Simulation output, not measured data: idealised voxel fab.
The name of this process module is voxel spacer lines.
Xsec cut, 165 nm wide, square cell size 5 nm.
A cross-section in this document is a grid of square cells, and it is written down as bands, the top band listed before the ones below it; a band is made up of one or more rows of cells. Heights first: top, then bottom, in nm. Then materials, left to right, each with a width in nm. "all across" on a single material: fills the band edge to edge. "empty": empty space. Note: height 0 marks the level under which the wafer is uniformly one material as received. Lowest band unbounded below, written "z 0 and below". The expression "30->40" gives the width at the extremes of the band, the first number at its top row of cells and the second at its bottom row, with the width changing by equal amounts from each row to the next in between. You'll sometimes find "left unchanged" written for a step, and that's the way of saying that nowhere in the cross-section did a cell change during that step. "Enclosed void catalog": sealed empty spaces, 8 cells or more, no open way to top, listed width x height at distance, with distance from the left edge and width, height and distance in nm. Formally, on a step line, whatever follows the settings is a remark that the simulator itself makes on the step. What "overlay nm" on a step's line means: if the step has a mask, that mask lay this far to the right of its planned place, or, when the value is negative, to the left.
This section lists the process steps that were planned
1. RECEIVE [material Si]
2. CONFORMAL_DEP [material Al2O3] [thk nm 5]
3. DIRECTIONAL_DEP [material polySi] [thk nm 15]
4. DIRECTIONAL_DEP [material aC] [thk nm 25]
5. PATTERN [tone cover] [mask id MANDREL] [material resist] [width nm 15] [pitch nm 60] [thk nm 30] [overlay nm 0]
6. DIRECTIONAL_ETCH [etch materials aC] [depth nm 25]
7. STRIP [etch materials resist]
8. CONFORMAL_DEP [material SiO2] [thk nm 10]
9. DIRECTIONAL_ETCH [etch materials SiO2] [depth nm 10]
10. STRIP [etch materials aC]
11. DIRECTIONAL_ETCH [etch materials polySi] [depth nm 15]
12. STRIP [etch materials SiO2]
The wafers in this document start out alike and differ in the width nm applied at step 5; the plan shows the value used for the first wafer.
The first of several wafers in cross-section, exactly as it reached us after step 1
z 0 and below = Si all across
Enclosed void catalog: none
Post step 12, the closing step of the module: first of several wafers, cross-sectioned
z 20 to 5 = 35 nm empty  10 nm polySi  15 nm empty  10 nm polySi  25 nm empty  10 nm polySi  15 nm empty  10 nm polySi  35 nm empty
z 5 to 0 = Al2O3 all across
z 0 and below = Si all across
Enclosed void catalog: none
X-section, last wafer, module end
z 20 to 5 = 25 nm empty  10 nm polySi  35 nm empty  10 nm polySi  5 nm empty  10 nm polySi  35 nm empty  10 nm polySi  25 nm empty
z 5 to 0 = Al2O3 all across
z 0 and below = Si all across
Enclosed void catalog: none
Below: a row per wafer. Contents at end of module: for every material, cells gained since receipt (+) or lost since receipt (-); then closed voids
width nm 15, +33 Al2O3, +24 polySi, Enclosed void catalog: none
width nm 20, +33 Al2O3, +24 polySi, Enclosed void catalog: none
width nm 25, +33 Al2O3, +24 polySi, Enclosed void catalog: none
width nm 30, +33 Al2O3, +24 polySi, Enclosed void catalog: none
width nm 35, +33 Al2O3, +24 polySi, Enclosed void catalog: none
